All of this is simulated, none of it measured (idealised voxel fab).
process module | voxel capacitor over wiring
cross-section cut | 150 nm wide | cells 5 nm
A cross-section is a grid of square cells, given in bands from the top down. A band is one or more rows of cells.
Each band's line starts with the height of the band's top and of its bottom, in nm. Then come its materials from left to right, each with its width in nm. One material with "throughout" fills the band from edge to edge. "air" is empty space.
Height 0 is the level under which the wafer as received is all one material. The lowest band goes on downwards, as in "0 down".
A width such as "30 to 40" changes by the same amount from each row of cells to the next, from the band's top row to its bottom row.
"no change" after a step means that no cell of the cross-section changed.
closed voids: empty space of 8 cells or more with no open way to the top, each as width x height at its distance from the left edge, in nm
after a step's settings: what the simulator itself notes on the step
overlay nm, on a step with a mask: how far to the right of its planned place the mask lay; to the left if negative
plan
1 op RECEIVE | material Si
2 op CONFORMAL_DEP | material SiO2 | thk nm 15
3 op CONFORMAL_DEP | material SiN | thk nm 5
4 op DIRECTIONAL_DEP | material lowk | thk nm 20
5 op PATTERN | tone open | mask id METAL_1 | material resist | width nm 25 | pitch nm 90 | thk nm 20 | overlay nm 0
6 op DIRECTIONAL_ETCH | etch materials lowk | depth nm 20
7 op DIRECTIONAL_ETCH | etch materials SiN | depth nm 5
8 op STRIP | etch materials resist
9 op CONFORMAL_DEP | material TiN | thk nm 5
10 op FILL_DEP | material W | thk nm 5
11 op CMP | height nm 40
12 op CONFORMAL_DEP | material SiCN | thk nm 5
13 op DIRECTIONAL_DEP | material lowk | thk nm 20
14 op DIRECTIONAL_DEP | material aC | thk nm 15
15 op PATTERN | tone open | mask id PLUG_1 | material resist | width nm 15 | thk nm 35 | overlay nm 0
16 op DIRECTIONAL_ETCH | etch materials aC | depth nm 15
17 op STRIP | etch materials resist
18 op DIRECTIONAL_ETCH | etch materials lowk | depth nm 20
19 op DIRECTIONAL_ETCH | etch materials SiCN | depth nm 5
20 op STRIP | etch materials aC
21 op EPI | material Ru | thk nm 10
22 op EPI | material Ru | thk nm 10
23 op EPI | material Ru | thk nm 5
24 op DIRECTIONAL_DEP | material TiN | thk nm 10
25 op DIRECTIONAL_DEP | material Al2O3 | thk nm 5
26 op DIRECTIONAL_DEP | material TiN | thk nm 5
27 op PATTERN | tone cover | mask id UPPER_PLATE | material resist | width nm 70 | thk nm 20 | overlay nm 0
28 op DIRECTIONAL_ETCH | etch materials TiN | depth nm 5
29 op DIRECTIONAL_ETCH | etch materials Al2O3 | depth nm 5
30 op STRIP | etch materials resist
31 op DIRECTIONAL_DEP | material aC | thk nm 10
32 op PATTERN | tone cover | mask id LOWER_PLATE | material resist | width nm 80 | thk nm 25 | overlay nm 0
33 op DIRECTIONAL_ETCH | etch materials aC | depth nm 10
34 op STRIP | etch materials resist
35 op DIRECTIONAL_ETCH | etch materials TiN | depth nm 10
36 op STRIP | etch materials aC
37 op FILL_DEP | material SiO2 | thk nm 20
38 op CMP | height nm 100
39 op DIRECTIONAL_DEP | material aC | thk nm 15
40 op PATTERN | tone open | mask id PLUG_2 | material resist | width nm 15 | thk nm 30 | overlay nm 0
41 op DIRECTIONAL_ETCH | etch materials aC | depth nm 15
42 op STRIP | etch materials resist
43 op DIRECTIONAL_ETCH | etch materials SiO2 | depth nm 15
44 op STRIP | etch materials aC
45 op CONFORMAL_DEP | material TiN | thk nm 5
46 op FILL_DEP | material Cu | thk nm 10
47 op CMP | height nm 100
48 op CONFORMAL_DEP | material SiCN | thk nm 5
as received, after step 1
  0 down: Si throughout
  closed voids: none
a wafer at the end: this start, this plan, one mistake
  105 to 100: SiCN throughout
  100 to 90: SiO2 35 | TiN 5 | Cu 5 | TiN 5 | SiO2 100
  90 to 85: SiO2 35 | TiN 15 | SiO2 100
  85 to 80: SiO2 25 | TiN 15 | SiO2 40 | TiN 15 | SiO2 55
  80 to 75: SiO2 25 | Al2O3 15 | SiO2 40 | Al2O3 15 | SiO2 55
  75 to 65: SiO2 20 | TiN 20 | SiO2 40 | TiN 20 | SiO2 50
  65 to 60: Ru 25 | lowk 15 | SiO2 40 | Ru 70
  60 to 55: Ru 25 | lowk 15 | TiN 40 | Ru 70
  55 to 50: Ru 25 | lowk 15 | Al2O3 40 | Ru 70
  50 to 45: Ru 25 | lowk 15 | TiN 40 | Ru 70
  45 to 40: Ru 25 | SiCN 15 | TiN 40 | Ru 70
  40 to 20: lowk 15 | TiN 5 | W 15 | TiN 5 | lowk 65 | TiN 5 | W 15 | TiN 5 | lowk 20
  20 to 15: SiN 15 | TiN 25 | SiN 65 | TiN 25 | SiN 20
  15 to 0: SiO2 throughout
  0 down: Si throughout
  closed voids: none
what went wrong: step 15 ran as: op PATTERN | tone cover | mask id PLUG_1 | material resist | width nm 15 | thk nm 35 | overlay nm 0
